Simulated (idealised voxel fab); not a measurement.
Process module under the name voxel transistor to metal
190 nm wide, 5 nm square cells: that's cross-section cut.
How to read a cross-section here: the picture is a grid of square cells, written as bands going from the top down, and any band can span one or more rows of cells. In this notation a band is specified by the heights of its top and bottom, in that order and in nm, after which its materials appear from left to right, each paired with its width in nm. The word "full width" attached to a single material means that material fills the band from edge to edge; the word "empty" stands for empty space. Heights are expressed relative to 0, this being the level below which the as-received wafer comprises one material exclusively. The lowest band is unbounded in the downward direction and is denoted as in "from 0 down". The width entry "30..40" should be interpreted row by row: the top row of cells in the band takes the first number, the bottom row takes the second number, and the change between adjacent rows is uniform throughout. Given "no modification" for a step, no cell of the cross-section differs between before and after that step. Look at "Fully closed voids" for the closed voids: empty spaces with no open path to the top, sized 8 cells or up. Each is width x height at distance, distance from the left edge, all nm. On a step's line, text after the settings is the simulator commenting on that step. "overlay nm" on a masked step: distance the mask lay right of its planned place, negative for left.

-- The process steps that were planned are listed below
1. RECEIVE, material Si
2. CONFORMAL_DEP, material SiO2, thk nm 5
3. CONFORMAL_DEP, material SiN, thk nm 10
4. DIRECTIONAL_DEP, material aC, thk nm 10
5. PATTERN, tone cover, mask id ACTIVE, material resist, width nm 85, thk nm 30, overlay nm 0
6. DIRECTIONAL_ETCH, etch materials aC, depth nm 10
7. STRIP, etch materials resist
8. DIRECTIONAL_ETCH, etch materials SiN, depth nm 10
9. DIRECTIONAL_ETCH, etch materials SiO2, depth nm 5
10. DIRECTIONAL_ETCH, etch materials Si, depth nm 30
11. STRIP, etch materials aC
12. FILL_DEP, material SiO2, thk nm 10
13. CMP, height nm 15
14. SELECTIVE_ETCH, etch materials SiO2, depth nm 5
15. STRIP, etch materials SiN
16. SELECTIVE_ETCH, etch materials SiO2, depth nm 5
17. OXIDIZE, depth nm 5
18. DIRECTIONAL_DEP, material polySi, thk nm 25
19. DIRECTIONAL_DEP, material SiCN, thk nm 15
20. MASKED_ETCH, tone cover, mask id GATE, width nm 15, etch materials SiCN, depth nm 25, overlay nm 0
21. MASKED_ETCH, tone cover, mask id GATE, width nm 15, etch materials polySi, depth nm 35, overlay nm 0
22. CONFORMAL_DEP, material SiN, thk nm 5
23. DIRECTIONAL_ETCH, etch materials SiN, depth nm 5
24. DIRECTIONAL_ETCH, etch materials SiO2, depth nm 5
25. EPI, material nSi, thk nm 5
26. FILL_DEP, material SiO2, thk nm 10
27. CMP, height nm 40
28. DIRECTIONAL_DEP, material SiO2, thk nm 10
29. DIRECTIONAL_DEP, material aC, thk nm 10
30. PATTERN, tone open, mask id CONTACT, material resist, width nm 25, pitch nm 50, thk nm 30, overlay nm 0
31. DIRECTIONAL_ETCH, etch materials aC, depth nm 10
32. STRIP, etch materials resist
33. DIRECTIONAL_ETCH, etch materials SiO2, depth nm 50
34. STRIP, etch materials aC
35. CONFORMAL_DEP, material TiN, thk nm 5
36. FILL_DEP, material W, thk nm 5
37. CMP, height nm 50
38. CONFORMAL_DEP, material SiN, thk nm 5
39. DIRECTIONAL_DEP, material lowk, thk nm 25
40. PATTERN, tone open, mask id METAL_1, material resist, width nm 15, pitch nm 60, thk nm 20, overlay nm 0
41. DIRECTIONAL_ETCH, etch materials lowk, depth nm 25
42. DIRECTIONAL_ETCH, etch materials SiN, depth nm 5
43. STRIP, etch materials resist
44. CONFORMAL_DEP, material TiN, thk nm 5
45. FILL_DEP, material Ru, thk nm 5
46. CMP, height nm 80
47. CONFORMAL_DEP, material SiCN, thk nm 5

-- The first of the two wafers, which ran as planned

-- Wafer as received: cross-section following step 1
from 0 down: Si full width
Fully closed voids: none

-- Cross-sectional representation of the wafer at the conclusion of step 2
from 5 to 0: SiO2 full width
At heights below 0, the structure remains unaltered.

-- Cross-sectional representation of the wafer at the conclusion of step 3
from 15 to 5: SiN full width
At heights below 5, the structure remains unaltered.

-- Cross-sectional representation of the wafer at the conclusion of step 4
from 25 to 15: aC full width
At heights below 15, the structure remains unaltered.

-- Cross-sectional representation of the wafer at the conclusion of step 5
from 55 to 25: empty 50; resist 85; empty 55
At heights below 25, the structure remains unaltered.

-- Cross-sectional representation of the wafer at the conclusion of step 6
from 45 to 25: empty 50; resist 85; empty 55
from 25 to 15: empty 50; aC 85; empty 55
At heights below 15, the structure remains unaltered.

-- Cross-sectional representation of the wafer at the conclusion of step 7
from 25 to 15: empty 50; aC 85; empty 55
At heights below 15, the structure remains unaltered.

-- Cross-sectional representation of the wafer at the conclusion of step 8
from 25 to 15: empty 50; aC 85; empty 55
from 15 to 5: empty 50; SiN 85; empty 55
At heights below 5, the structure remains unaltered.

-- Cross-sectional representation of the wafer at the conclusion of step 9
from 25 to 15: empty 50; aC 85; empty 55
from 15 to 5: empty 50; SiN 85; empty 55
from 5 to 0: empty 50; SiO2 85; empty 55
At heights below 0, the structure remains unaltered.

-- Cross-sectional representation of the wafer at the conclusion of step 10
from 25 to 15: empty 50; aC 85; empty 55
from 15 to 5: empty 50; SiN 85; empty 55
from 5 to 0: empty 50; SiO2 85; empty 55
from 0 to -30: empty 50; Si 85; empty 55
At heights below -30, the structure remains unaltered.

-- Cross-sectional representation of the wafer at the conclusion of step 11
from 15 to 5: empty 50; SiN 85; empty 55
At heights below 5, the structure remains unaltered.

-- Cross-sectional representation of the wafer at the conclusion of step 12
from 25 to 15: SiO2 full width
from 15 to 5: SiO2 50; SiN 85; SiO2 55
from 5 to 0: SiO2 full width
from 0 to -30: SiO2 50; Si 85; SiO2 55
At heights below -30, the structure remains unaltered.

-- Cross-sectional representation of the wafer at the conclusion of step 13
from 15 to 5: SiO2 50; SiN 85; SiO2 55
At heights below 5, the structure remains unaltered.

-- Cross-sectional representation of the wafer at the conclusion of step 14
from 15 to 10: empty 50; SiN 85; empty 55
At heights below 10, the structure remains unaltered.

-- Cross-sectional representation of the wafer at the conclusion of step 15
from 10 to 5: SiO2 50; empty 85; SiO2 55
At heights below 5, the structure remains unaltered.

-- Cross-sectional representation of the wafer at the conclusion of step 16
from 5 to 0: SiO2 45; empty 95; SiO2 50
At heights below 0, the structure remains unaltered.

-- Cross-sectional representation of the wafer at the conclusion of step 17
from 5 to 0: SiO2 45; empty 95; SiO2 50
from 0 to -5: SiO2 full width
At heights below -5, the structure remains unaltered.

-- Cross-sectional representation of the wafer at the conclusion of step 18
from 30 to 25: polySi 45; empty 95; polySi 50
from 25 to 5: polySi full width
from 5 to 0: SiO2 45; polySi 95; SiO2 50
At heights below 0, the structure remains unaltered.

-- Cross-sectional representation of the wafer at the conclusion of step 19
from 45 to 40: SiCN 45; empty 95; SiCN 50
from 40 to 30: SiCN full width
from 30 to 25: polySi 45; SiCN 95; polySi 50
At heights below 25, the structure remains unaltered.

-- Cross-sectional representation of the wafer at the conclusion of step 20
from 40 to 30: empty 85; SiCN 15; empty 90
from 30 to 25: polySi 45; empty 40; SiCN 15; empty 40; polySi 50
At heights below 25, the structure remains unaltered.

-- Cross-sectional representation of the wafer at the conclusion of step 21
from 40 to 25: empty 85; SiCN 15; empty 90
from 25 to 5: empty 85; polySi 15; empty 90
from 5 to 0: SiO2 45; empty 40; polySi 15; empty 40; SiO2 50
At heights below 0, the structure remains unaltered.

-- Cross-sectional representation of the wafer at the conclusion of step 22
from 45 to 40: empty 80; SiN 25; empty 85
from 40 to 25: empty 80; SiN 5; SiCN 15; SiN 5; empty 85
from 25 to 10: empty 80; SiN 5; polySi 15; SiN 5; empty 85
from 10 to 5: SiN 50; empty 30; SiN 5; polySi 15; SiN 5; empty 30; SiN 55
from 5 to 0: SiO2 45; SiN 40; polySi 15; SiN 40; SiO2 50
At heights below 0, the structure remains unaltered.

-- Cross-sectional representation of the wafer at the conclusion of step 23
from 40 to 25: empty 80; SiN 5; SiCN 15; SiN 5; empty 85
from 25 to 5: empty 80; SiN 5; polySi 15; SiN 5; empty 85
from 5 to 0: SiO2 45; SiN 5; empty 30; SiN 5; polySi 15; SiN 5; empty 30; SiN 5; SiO2 50
At heights below 0, the structure remains unaltered.

-- Cross-sectional representation of the wafer at the conclusion of step 24
from 40 to 25: empty 80; SiN 5; SiCN 15; SiN 5; empty 85
from 25 to 5: empty 80; SiN 5; polySi 15; SiN 5; empty 85
from 5 to 0: empty 45; SiN 5; empty 30; SiN 5; polySi 15; SiN 5; empty 30; SiN 5; empty 50
from 0 to -5: SiO2 50; empty 30; SiO2 25; empty 30; SiO2 55
At heights below -5, the structure remains unaltered.

-- Cross-sectional representation of the wafer at the conclusion of step 25
from 40 to 25: empty 80; SiN 5; SiCN 15; SiN 5; empty 85
from 25 to 5: empty 80; SiN 5; polySi 15; SiN 5; empty 85
from 5 to 0: empty 45; SiN 5; empty 30; SiN 5; polySi 15; SiN 5; empty 30; SiN 5; empty 50
from 0 to -5: SiO2 50; nSi 30; SiO2 25; nSi 30; SiO2 55
At heights below -5, the structure remains unaltered.

-- Cross-sectional representation of the wafer at the conclusion of step 26
from 50 to 40: SiO2 full width
from 40 to 25: SiO2 80; SiN 5; SiCN 15; SiN 5; SiO2 85
from 25 to 5: SiO2 80; SiN 5; polySi 15; SiN 5; SiO2 85
from 5 to 0: SiO2 45; SiN 5; SiO2 30; SiN 5; polySi 15; SiN 5; SiO2 30; SiN 5; SiO2 50
At heights below 0, the structure remains unaltered.

-- Cross-sectional representation of the wafer at the conclusion of step 27
from 40 to 25: SiO2 80; SiN 5; SiCN 15; SiN 5; SiO2 85
At heights below 25, the structure remains unaltered.

-- Cross-sectional representation of the wafer at the conclusion of step 28
from 50 to 40: SiO2 full width
At heights below 40, the structure remains unaltered.

-- Cross-sectional representation of the wafer at the conclusion of step 29
from 60 to 50: aC full width
At heights below 50, the structure remains unaltered.

-- Cross-sectional representation of the wafer at the conclusion of step 30
from 90 to 60: resist 55; empty 25; resist 25; empty 25; resist 60
At heights below 60, the structure remains unaltered.

-- Cross-sectional representation of the wafer at the conclusion of step 31
from 80 to 60: resist 55; empty 25; resist 25; empty 25; resist 60
from 60 to 50: aC 55; empty 25; aC 25; empty 25; aC 60
At heights below 50, the structure remains unaltered.

-- Cross-sectional representation of the wafer at the conclusion of step 32
from 60 to 50: aC 55; empty 25; aC 25; empty 25; aC 60
At heights below 50, the structure remains unaltered.

-- Cross-sectional representation of the wafer at the conclusion of step 33
from 60 to 50: aC 55; empty 25; aC 25; empty 25; aC 60
from 50 to 40: SiO2 55; empty 25; SiO2 25; empty 25; SiO2 60
from 40 to 25: SiO2 55; empty 25; SiN 5; SiCN 15; SiN 5; empty 25; SiO2 60
from 25 to 5: SiO2 55; empty 25; SiN 5; polySi 15; SiN 5; empty 25; SiO2 60
from 5 to 0: SiO2 45; SiN 5; SiO2 5; empty 25; SiN 5; polySi 15; SiN 5; empty 25; SiO2 5; SiN 5; SiO2 50
At heights below 0, the structure remains unaltered.

-- Cross-sectional representation of the wafer at the conclusion of step 34
from 50 to 40: SiO2 55; empty 25; SiO2 25; empty 25; SiO2 60
At heights below 40, the structure remains unaltered.

-- Cross-sectional representation of the wafer at the conclusion of step 35
from 55 to 50: TiN 60; empty 15; TiN 35; empty 15; TiN 65
from 50 to 40: SiO2 55; TiN 5; empty 15; TiN 5; SiO2 25; TiN 5; empty 15; TiN 5; SiO2 60
from 40 to 25: SiO2 55; TiN 5; empty 15; TiN 5; SiN 5; SiCN 15; SiN 5; TiN 5; empty 15; TiN 5; SiO2 60
from 25 to 5: SiO2 55; TiN 5; empty 15; TiN 5; SiN 5; polySi 15; SiN 5; TiN 5; empty 15; TiN 5; SiO2 60
from 5 to 0: SiO2 45; SiN 5; SiO2 5; TiN 25; SiN 5; polySi 15; SiN 5; TiN 25; SiO2 5; SiN 5; SiO2 50
At heights below 0, the structure remains unaltered.

-- Cross-sectional representation of the wafer at the conclusion of step 36
from 60 to 55: W full width
from 55 to 50: TiN 60; W 15; TiN 35; W 15; TiN 65
from 50 to 40: SiO2 55; TiN 5; W 15; TiN 5; SiO2 25; TiN 5; W 15; TiN 5; SiO2 60
from 40 to 25: SiO2 55; TiN 5; W 15; TiN 5; SiN 5; SiCN 15; SiN 5; TiN 5; W 15; TiN 5; SiO2 60
from 25 to 5: SiO2 55; TiN 5; W 15; TiN 5; SiN 5; polySi 15; SiN 5; TiN 5; W 15; TiN 5; SiO2 60
At heights below 5, the structure remains unaltered.

-- Cross-sectional representation of the wafer at the conclusion of step 37
from 50 to 40: SiO2 55; TiN 5; W 15; TiN 5; SiO2 25; TiN 5; W 15; TiN 5; SiO2 60
At heights below 40, the structure remains unaltered.

-- Cross-sectional representation of the wafer at the conclusion of step 38
from 55 to 50: SiN full width
At heights below 50, the structure remains unaltered.

-- Cross-sectional representation of the wafer at the conclusion of step 39
from 80 to 55: lowk full width
At heights below 55, the structure remains unaltered.

-- Cross-sectional representation of the wafer at the conclusion of step 40
from 100 to 80: resist 55; empty 15; resist 45; empty 15; resist 60
At heights below 80, the structure remains unaltered.

-- Cross-sectional representation of the wafer at the conclusion of step 41
from 100 to 80: resist 55; empty 15; resist 45; empty 15; resist 60
from 80 to 55: lowk 55; empty 15; lowk 45; empty 15; lowk 60
At heights below 55, the structure remains unaltered.

-- Cross-sectional representation of the wafer at the conclusion of step 42
from 100 to 80: resist 55; empty 15; resist 45; empty 15; resist 60
from 80 to 55: lowk 55; empty 15; lowk 45; empty 15; lowk 60
from 55 to 50: SiN 55; empty 15; SiN 45; empty 15; SiN 60
At heights below 50, the structure remains unaltered.

-- Cross-sectional representation of the wafer at the conclusion of step 43
from 80 to 55: lowk 55; empty 15; lowk 45; empty 15; lowk 60
At heights below 55, the structure remains unaltered.

-- Cross-sectional representation of the wafer at the conclusion of step 44
from 85 to 80: TiN 60; empty 5; TiN 55; empty 5; TiN 65
from 80 to 55: lowk 55; TiN 5; empty 5; TiN 5; lowk 45; TiN 5; empty 5; TiN 5; lowk 60
from 55 to 50: SiN 55; TiN 15; SiN 45; TiN 15; SiN 60
At heights below 50, the structure remains unaltered.

-- Cross-sectional representation of the wafer at the conclusion of step 45
from 90 to 85: Ru full width
from 85 to 80: TiN 60; Ru 5; TiN 55; Ru 5; TiN 65
from 80 to 55: lowk 55; TiN 5; Ru 5; TiN 5; lowk 45; TiN 5; Ru 5; TiN 5; lowk 60
At heights below 55, the structure remains unaltered.

-- Cross-sectional representation of the wafer at the conclusion of step 46
from 80 to 55: lowk 55; TiN 5; Ru 5; TiN 5; lowk 45; TiN 5; Ru 5; TiN 5; lowk 60
At heights below 55, the structure remains unaltered.

-- Cross-sectional representation of the wafer at the conclusion of step 47
from 85 to 80: SiCN full width
At heights below 80, the structure remains unaltered.

-- The Second Wafer: Common Origin and Plan, One Mistake in Execution, Identical to the First Through Step 29

-- Second wafer, sectioned view, at step 30's planned end time
from 90 to 60: resist 65; empty 25; resist 25; empty 25; resist 50
At heights below 60, the structure remains unaltered.

-- Second wafer, sectioned view, at step 31's planned end time
from 80 to 60: resist 65; empty 25; resist 25; empty 25; resist 50
from 60 to 50: aC 65; empty 25; aC 25; empty 25; aC 50
At heights below 50, the structure remains unaltered.

-- Second wafer, sectioned view, at step 32's planned end time
from 60 to 50: aC 65; empty 25; aC 25; empty 25; aC 50
At heights below 50, the structure remains unaltered.

-- Second wafer, sectioned view, at step 33's planned end time
from 60 to 50: aC 65; empty 25; aC 25; empty 25; aC 50
from 50 to 40: SiO2 65; empty 25; SiO2 25; empty 25; SiO2 50
from 40 to 25: SiO2 65; empty 15; SiN 5; SiCN 15; SiN 5; SiO2 10; empty 25; SiO2 50
from 25 to 5: SiO2 65; empty 15; SiN 5; polySi 15; SiN 5; SiO2 10; empty 25; SiO2 50
from 5 to 0: SiO2 45; SiN 5; SiO2 15; empty 15; SiN 5; polySi 15; SiN 5; SiO2 10; empty 20; SiN 5; SiO2 50
At heights below 0, the structure remains unaltered.

-- Second wafer, sectioned view, at step 34's planned end time
from 50 to 40: SiO2 65; empty 25; SiO2 25; empty 25; SiO2 50
At heights below 40, the structure remains unaltered.

-- Second wafer, sectioned view, at step 35's planned end time
from 55 to 50: TiN 70; empty 15; TiN 35; empty 15; TiN 55
from 50 to 40: SiO2 65; TiN 5; empty 15..5; TiN 5..15; SiO2 25; TiN 5; empty 15; TiN 5; SiO2 50
from 40 to 25: SiO2 65; TiN 5; empty 5; TiN 5; SiN 5; SiCN 15; SiN 5; SiO2 10; TiN 5; empty 15; TiN 5; SiO2 50
from 25 to 10: SiO2 65; TiN 5; empty 5; TiN 5; SiN 5; polySi 15; SiN 5; SiO2 10; TiN 5; empty 15; TiN 5; SiO2 50
from 10 to 5: SiO2 65; TiN 5; empty 5; TiN 5; SiN 5; polySi 15; SiN 5; SiO2 10; TiN 5; empty 10; TiN 10; SiO2 50
from 5 to 0: SiO2 45; SiN 5; SiO2 15; TiN 15; SiN 5; polySi 15; SiN 5; SiO2 10; TiN 20; SiN 5; SiO2 50
At heights below 0, the structure remains unaltered.

-- Second wafer, sectioned view, at step 36's planned end time
from 60 to 55: W full width
from 55 to 50: TiN 70; W 15; TiN 35; W 15; TiN 55
from 50 to 40: SiO2 65; TiN 5; W 15..5; TiN 5..15; SiO2 25; TiN 5; W 15; TiN 5; SiO2 50
from 40 to 25: SiO2 65; TiN 5; W 5; TiN 5; SiN 5; SiCN 15; SiN 5; SiO2 10; TiN 5; W 15; TiN 5; SiO2 50
from 25 to 10: SiO2 65; TiN 5; W 5; TiN 5; SiN 5; polySi 15; SiN 5; SiO2 10; TiN 5; W 15; TiN 5; SiO2 50
from 10 to 5: SiO2 65; TiN 5; W 5; TiN 5; SiN 5; polySi 15; SiN 5; SiO2 10; TiN 5; W 10; TiN 10; SiO2 50
At heights below 5, the structure remains unaltered.

-- Second wafer, sectioned view, at step 37's planned end time
from 50 to 40: SiO2 65; TiN 5; W 15..5; TiN 5..15; SiO2 25; TiN 5; W 15; TiN 5; SiO2 50
At heights below 40, the structure remains unaltered.

-- Second wafer, sectioned view, at step 38's planned end time
from 55 to 50: SiN full width
At heights below 50, the structure remains unaltered.

-- Second wafer, sectioned view, at step 39's planned end time
from 80 to 55: lowk full width
At heights below 55, the structure remains unaltered.

-- Second wafer, sectioned view, at step 40's planned end time
from 100 to 80: resist 55; empty 15; resist 45; empty 15; resist 60
At heights below 80, the structure remains unaltered.

-- Second wafer, sectioned view, at step 41's planned end time
from 100 to 80: resist 55; empty 15; resist 45; empty 15; resist 60
from 80 to 55: lowk 55; empty 15; lowk 45; empty 15; lowk 60
At heights below 55, the structure remains unaltered.

-- Second wafer, sectioned view, at step 42's planned end time
from 100 to 80: resist 55; empty 15; resist 45; empty 15; resist 60
from 80 to 55: lowk 55; empty 15; lowk 45; empty 15; lowk 60
from 55 to 50: SiN 55; empty 15; SiN 45; empty 15; SiN 60
At heights below 50, the structure remains unaltered.

-- Second wafer, sectioned view, at step 43's planned end time
from 80 to 55: lowk 55; empty 15; lowk 45; empty 15; lowk 60
At heights below 55, the structure remains unaltered.

-- Second wafer, sectioned view, at step 44's planned end time
from 85 to 80: TiN 60; empty 5; TiN 55; empty 5; TiN 65
from 80 to 55: lowk 55; TiN 5; empty 5; TiN 5; lowk 45; TiN 5; empty 5; TiN 5; lowk 60
from 55 to 50: SiN 55; TiN 15; SiN 45; TiN 15; SiN 60
At heights below 50, the structure remains unaltered.

-- Second wafer, sectioned view, at step 45's planned end time
from 90 to 85: Ru full width
from 85 to 80: TiN 60; Ru 5; TiN 55; Ru 5; TiN 65
from 80 to 55: lowk 55; TiN 5; Ru 5; TiN 5; lowk 45; TiN 5; Ru 5; TiN 5; lowk 60
At heights below 55, the structure remains unaltered.

-- Second wafer, sectioned view, at step 46's planned end time
from 80 to 55: lowk 55; TiN 5; Ru 5; TiN 5; lowk 45; TiN 5; Ru 5; TiN 5; lowk 60
At heights below 55, the structure remains unaltered.

-- Second wafer, sectioned view, at step 47's planned end time
from 85 to 80: SiCN full width
At heights below 80, the structure remains unaltered.
Deviation from plan: planned and actual differ for step 30; actual: PATTERN, tone open, mask id CONTACT, material resist, width nm 25, pitch nm 50, thk nm 30, overlay nm 10
Final comparison by cell count, materials where the second wafer has more or fewer than the first: +17 SiO2, -17 W
